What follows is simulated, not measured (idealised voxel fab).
The following is a process module called voxel spacer lines.
It is cross-section cut that appears here, measuring 185 nm in width, its square cells being 5 nm in size.
Just so we're on the same page, the cross-sections are grids of square cells, and they're listed out in bands top to bottom, each band one or more rows deep. Within each band entry, the heights of the top and of the bottom of the band appear first, in that order and in nm; the materials of the band then follow from left to right, each with its corresponding width in nm. The designation "throughout" on a single material indicates that it fills the band from edge to edge; the designation "empty" indicates empty space. Height reference: 0 = level under which incoming wafer is all one material. Lowest band: no bottom, runs on downward, e.g. "from 0 down". Top row gets the first number, bottom row gets the second, and each row in between changes by the same step: that is how a band width like "30->40" works. "no modification" (step): cross-section cells unchanged, all of them. Reported under the label "Enclosed void inventory" are the empty spaces having no open way to the top and comprising 8 cells or more; the notation for each is width x height at distance, in which the distance is measured from the left edge and all three values are in nm. The remark found on a step's line after its settings is issued by the simulator itself and pertains to that step. You can add "overlay nm" to a step's line. For a step with a mask, it describes how far the mask lay to the right of its planned position, and a negative number describes a lay to the left. Quick note on how to read the rest: it's all pairs. You get the cross-section before a process step and the one after, but the after one only goes down as far as the lowest band that changed. The step in between, with its settings, sits under the pair. Heads up, the pairs can come from different runs of this module on the same starting wafer, so don't assume a pair picks up from the one above unless its "State before step" entry says it does.

State before step:
- from 90 to 50 = 20 of resist / 20 of empty / 40 of resist / 20 of empty / 40 of resist / 20 of empty / 25 of resist
- from 50 to 20 = polySi throughout
- from 20 to 10 = SiN throughout
- from 10 to 0 = Al2O3 throughout
- from 0 down = Si throughout
- Enclosed void inventory: none

Sectional View, Post-Process:
- from 90 to 50 = 20 of resist / 20 of empty / 40 of resist / 20 of empty / 40 of resist / 20 of empty / 25 of resist
- from 50 to 20 = 20 of polySi / 20 of empty / 40 of polySi / 20 of empty / 40 of polySi / 20 of empty / 25 of polySi
- Below 20, the layers are the same as they were.
- Enclosed void inventory: none
What step was run between the cross-section before it and the cross-section after it, both above? DIRECTIONAL_ETCH [etch materials polySi] [depth nm 30]

State before step: look at the pair above, its after cross-section is where this step starts.

Sectional View, Post-Process:
- from 50 to 20 = 20 of polySi / 20 of empty / 40 of polySi / 20 of empty / 40 of polySi / 20 of empty / 25 of polySi
- Below 20, the layers are the same as they were.
- Enclosed void inventory: none
What step was run between the cross-section before it and the cross-section after it, both above? STRIP [etch materials resist]

State before step: look at the pair above, its after cross-section is where this step starts.

Sectional View, Post-Process:
- from 60 to 50 = SiO2 throughout
- from 50 to 20 = 20 of polySi / 20 of SiO2 / 40 of polySi / 20 of SiO2 / 40 of polySi / 20 of SiO2 / 25 of polySi
- Below 20, the layers are the same as they were.
- Enclosed void inventory: none
What step was run between the cross-section before it and the cross-section after it, both above? CONFORMAL_DEP [material SiO2] [thk nm 10]

State before step: look at the pair above, its after cross-section is where this step starts.

Sectional View, Post-Process:
- from 50 to 20 = 20 of polySi / 20 of SiO2 / 40 of polySi / 20 of SiO2 / 40 of polySi / 20 of SiO2 / 25 of polySi
- Below 20, the layers are the same as they were.
- Enclosed void inventory: none
What step was run between the cross-section before it and the cross-section after it, both above? DIRECTIONAL_ETCH [etch materials SiO2] [depth nm 10]

State before step: look at the pair above, its after cross-section is where this step starts.

Sectional View, Post-Process:
- from 50 to 20 = 20 of empty / 20 of SiO2 / 40 of empty / 20 of SiO2 / 40 of empty / 20 of SiO2 / 25 of empty
- Below 20, the layers are the same as they were.
- Enclosed void inventory: none
What step was run between the cross-section before it and the cross-section after it, both above? STRIP [etch materials polySi]

State before step: look at the pair above, its after cross-section is where this step starts.

Sectional View, Post-Process:
- from 50 to 20 = 20 of empty / 20 of SiO2 / 40 of empty / 20 of SiO2 / 40 of empty / 20 of SiO2 / 25 of empty
- from 20 to 10 = 20 of empty / 20 of SiN / 40 of empty / 20 of SiN / 40 of empty / 20 of SiN / 25 of empty
- Below 10, the layers are the same as they were.
- Enclosed void inventory: none
What step was run between the cross-section before it and the cross-section after it, both above? DIRECTIONAL_ETCH [etch materials SiN] [depth nm 10]

State before step: look at the pair above, its after cross-section is where this step starts.

Sectional View, Post-Process:
- from 20 to 10 = 20 of empty / 20 of SiN / 40 of empty / 20 of SiN / 40 of empty / 20 of SiN / 25 of empty
- Below 10, the layers are the same as they were.
- Enclosed void inventory: none
What step was run between the cross-section before it and the cross-section after it, both above? STRIP [etch materials SiO2]
